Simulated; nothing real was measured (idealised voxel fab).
A process module follows: voxel quadruple lines.
Pictured: cross-section cut, 265 nm wide, on a grid of 5 nm square cells.
Just so we're on the same page, the cross-sections are grids of square cells, and they're listed out in bands top to bottom, each band one or more rows deep.
Each band's line starts with the height of the band's top and of its bottom, in nm. Then come its materials from left to right, each with its width in nm. One material with "everywhere" fills the band from edge to edge. "air" is empty space.
Note: height 0 marks the level under which the wafer is uniformly one material as received. Lowest band unbounded below, written "0 -> down".
When a width is written as two numbers, as in "30..40", the first number is the width in the top row of cells of the band and the second is the width in its bottom row, and the width changes by the same amount from each row to the next.
"nothing altered" means the step left every cell of the cross-section as it was.
Entry "Fully sealed cavities". Content: empty spaces with no open connection to the top, size 8 cells or greater. Each: width x height at distance. Distance: from left edge. Unit: nm.
Note: text after step settings on the step line = simulator remark on that step.
The line of a step may include "overlay nm". On a step with a mask, this value is how far to the right of its planned place the mask lay. A negative value means the mask lay to the left.

# Below is the list of planned process steps
1) RECEIVE | material Si
2) CONFORMAL_DEP | material SiO2 | thk nm 5
3) DIRECTIONAL_DEP | material TiN | thk nm 10
4) DIRECTIONAL_DEP | material polySi | thk nm 15
5) DIRECTIONAL_DEP | material aC | thk nm 25
6) PATTERN | tone cover | mask id MANDREL | material resist | width nm 25 | pitch nm 80 | thk nm 30 | overlay nm 0
7) DIRECTIONAL_ETCH | etch materials aC | depth nm 25
8) STRIP | etch materials resist
9) CONFORMAL_DEP | material SiO2 | thk nm 15
10) DIRECTIONAL_ETCH | etch materials SiO2 | depth nm 15
11) STRIP | etch materials aC
12) DIRECTIONAL_ETCH | etch materials polySi | depth nm 15
13) STRIP | etch materials SiO2
14) CONFORMAL_DEP | material SiCN | thk nm 5
15) DIRECTIONAL_ETCH | etch materials SiCN | depth nm 5
16) STRIP | etch materials polySi
17) DIRECTIONAL_ETCH | etch materials TiN | depth nm 10
18) STRIP | etch materials SiCN

# Delivered wafer in cross-section: state after step 1
* 0 -> down  Si everywhere
* Fully sealed cavities: none

# End-of-module XS, first of two wafers, run as planned
* 15 -> 5  60 nm air, 5 nm TiN, 15 nm air, 5 nm TiN, 15 nm air, 5 nm TiN, 15 nm air, 5 nm TiN, 15 nm air, 5 nm TiN, 15 nm air, 5 nm TiN, 15 nm air, 5 nm TiN, 15 nm air, 5 nm TiN, 60 nm air
* 5 -> 0  SiO2 everywhere
* 0 -> down  Si everywhere
* Fully sealed cavities: none

# The second wafer, shown in cross-section after the module: started the same way as the first and given the same plan, yet one mistake crept into how it was run
* 25 -> 15  60 nm air, 5 nm TiN, 15 nm air, 5 nm TiN, 15 nm air, 5 nm TiN, 15 nm air, 5 nm TiN, 15 nm air, 5 nm TiN, 15 nm air, 5 nm TiN, 15 nm air, 5 nm TiN, 15 nm air, 5 nm TiN, 60 nm air
* 15 -> 0  SiO2 everywhere
* 0 -> down  Si everywhere
* Fully sealed cavities: none
Short version of what went wrong: not per plan at step 2, really ran CONFORMAL_DEP | material SiO2 | thk nm 15
Bottom line after processing is that, in cells, the second wafer is up or down on some materials versus the first: 106 more of SiO2
